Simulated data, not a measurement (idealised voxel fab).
The process module that follows is named voxel transistor to metal.
Cross-section cut spans 290 nm and uses square cells 5 nm in size.
Bands, listed from the top down, are how a cross-section gets written in this document; the cross-section itself is a grid of square cells, and a band is one or more rows of them.
In this notation a band is specified by the heights of its top and bottom, in that order and in nm, after which its materials appear from left to right, each paired with its width in nm. The word "throughout" attached to a single material means that material fills the band from edge to edge; the word "blank" stands for empty space.
Convention: height 0 is the level below which the wafer, as received, is all one material. The lowest band does not terminate at the bottom but continues downward, represented as "0 -> down".
Width "30->40": first value at the band's top row of cells, second value at its bottom row, equal change from row to row.
Take "stayed the same" at face value: in the step it is given for, the cross-section changed in none of its cells.
Look at "Completely enclosed voids" for the closed voids: empty spaces with no open path to the top, sized 8 cells or up. Each is width x height at distance, distance from the left edge, all nm.
It should be noted that, on the line of a given step, the content following the step's settings is a remark produced by the simulator itself with respect to that step.
When a step includes a mask, the "overlay nm" setting on its line states how far to the right of its planned place that mask lay, and negative values state how far to the left.
THIS SECTION LISTS THE PROCESS STEPS THAT WERE PLANNED
1 RECEIVE (material Si)
2 OXIDIZE (depth nm 5)
3 CONFORMAL_DEP (material SiN; thk nm 10)
4 DIRECTIONAL_DEP (material aC; thk nm 10)
5 PATTERN (tone cover; mask id ACTIVE; material resist; width nm 100; pitch nm 125; thk nm 30; overlay nm 0)
6 DIRECTIONAL_ETCH (etch materials aC; depth nm 10)
7 STRIP (etch materials resist)
8 DIRECTIONAL_ETCH (etch materials SiN; depth nm 10)
9 DIRECTIONAL_ETCH (etch materials SiO2; depth nm 5)
10 DIRECTIONAL_ETCH (etch materials Si; depth nm 20)
11 STRIP (etch materials aC)
12 OXIDIZE (depth nm 5)
13 FILL_DEP (material SiO2; thk nm 5)
14 CMP (height nm 10)
15 SELECTIVE_ETCH (etch materials SiO2; depth nm 5)
16 STRIP (etch materials SiN)
17 SELECTIVE_ETCH (etch materials SiO2; depth nm 5)
18 OXIDIZE (depth nm 5)
19 DIRECTIONAL_DEP (material polySi; thk nm 30)
20 DIRECTIONAL_DEP (material SiCN; thk nm 10)
21 MASKED_ETCH (tone cover; mask id GATE; width nm 30; pitch nm 125; etch materials SiCN; depth nm 20; overlay nm 0)
22 MASKED_ETCH (tone cover; mask id GATE; width nm 30; pitch nm 125; etch materials polySi; depth nm 40; overlay nm 0)
23 CONFORMAL_DEP (material SiN; thk nm 5)
24 DIRECTIONAL_ETCH (etch materials SiN; depth nm 5)
25 DIRECTIONAL_ETCH (etch materials SiO2; depth nm 5)
26 DIRECTIONAL_ETCH (etch materials Si; depth nm 10)
27 EPI (material SiGe; thk nm 10)
28 FILL_DEP (material SiO2; thk nm 5)
29 CMP (height nm 25)
30 STRIP (etch materials polySi)
31 SELECTIVE_ETCH (etch materials SiO2; depth nm 5)
32 CONFORMAL_DEP (material HfO2; thk nm 5)
33 CONFORMAL_DEP (material TiN; thk nm 5)
34 FILL_DEP (material W; thk nm 5)
35 CMP (height nm 20)
36 DIRECTIONAL_DEP (material SiO2; thk nm 10)
37 DIRECTIONAL_DEP (material aC; thk nm 15)
38 PATTERN (tone open; mask id CONTACT; material resist; width nm 15; thk nm 30; overlay nm 0)
39 DIRECTIONAL_ETCH (etch materials aC; depth nm 15)
40 STRIP (etch materials resist)
41 DIRECTIONAL_ETCH (etch materials SiO2; depth nm 40)
42 STRIP (etch materials aC)
43 CONFORMAL_DEP (material TiN; thk nm 5)
44 FILL_DEP (material Ru; thk nm 5)
45 CMP (height nm 30)
46 CONFORMAL_DEP (material SiN; thk nm 5)
47 DIRECTIONAL_DEP (material lowk; thk nm 25)
48 PATTERN (tone open; mask id METAL_1; material resist; width nm 15; thk nm 20; overlay nm 0)
49 DIRECTIONAL_ETCH (etch materials lowk; depth nm 25)
50 DIRECTIONAL_ETCH (etch materials SiN; depth nm 5)
51 STRIP (etch materials resist)
52 CONFORMAL_DEP (material TiN; thk nm 5)
53 FILL_DEP (material Cu; thk nm 5)
54 CMP (height nm 60)
55 CONFORMAL_DEP (material SiN; thk nm 5)
AS RECEIVED, AFTER STEP 1
  0 -> down | Si throughout
  Completely enclosed voids: none
BELOW IS THE WAFER IN CROSS-SECTION AFTER THE MODULE WAS COMPLETED. IT BEGAN FROM THE STARTING POINT SHOWN ABOVE AND FOLLOWED THE PLAN SHOWN ABOVE, EXCEPT THAT ONE MISTAKE WAS MADE WHILE RUNNING IT
  65 -> 60 | SiN throughout
  60 -> 35 | lowk 35  TiN 5  Cu 5  TiN 5  lowk 60  TiN 5  Cu 5  TiN 5  lowk 35  TiN 5  Cu 5  TiN 5  lowk 60  TiN 5  Cu 5  TiN 5  lowk 40
  35 -> 30 | SiN 35  TiN 15  SiN 60  TiN 15  SiN 35  TiN 15  SiN 60  TiN 15  SiN 40
  30 -> 20 | SiO2 35  TiN 5  Ru 5  TiN 5  SiO2 60  TiN 5  Ru 5  TiN 5  SiO2 35  TiN 5  Ru 5  TiN 5  SiO2 60  TiN 5  Ru 5  TiN 5  SiO2 40
  20 -> 0 | SiO2 35  TiN 5  Ru 5  TiN 5  SiO2 10  SiN 5  HfO2 5  TiN 5  W 10  TiN 5  HfO2 5  SiN 5  SiO2 10  TiN 5  Ru 5  TiN 5  SiO2 35  TiN 5  Ru 5  TiN 5  SiO2 10  SiN 5  HfO2 5  TiN 5  W 10  TiN 5  HfO2 5  SiN 5  SiO2 10  TiN 5  Ru 5  TiN 5  SiO2 40
  0 -> -5 | SiO2 30  SiN 5  TiN 5  Ru 5  TiN 5  SiGe 10  SiN 5  HfO2 5  TiN 20  HfO2 5  SiN 5  SiGe 10  TiN 5  Ru 5  TiN 5  SiO2 10  SiN 5  SiO2 15  SiN 5  TiN 5  Ru 5  TiN 5  SiGe 10  SiN 5  HfO2 5  TiN 20  HfO2 5  SiN 5  SiGe 10  TiN 5  Ru 5  TiN 5  SiO2 10  SiN 5  SiO2 25
  -5 -> -10 | SiO2 35  TiN 15  SiGe 10  HfO2 40  SiGe 10  TiN 15  SiO2 35  TiN 15  SiGe 10  HfO2 40  SiGe 10  TiN 15  SiO2 40
  -10 -> -20 | SiO2 40  SiGe 20  Si 40  SiGe 30  SiO2 35  SiGe 20  Si 40  SiGe 30  SiO2 35
  -20 -> -30 | SiO2 40  Si 90  SiO2 35  Si 90  SiO2 35
  -30 -> down | Si throughout
  Completely enclosed voids: none
What was done differently from what was planned? step 5 did not use the planned setting and instead ran as PATTERN (tone cover; mask id ACTIVE; material resist; width nm 100; pitch nm 125; thk nm 30; overlay nm 5)
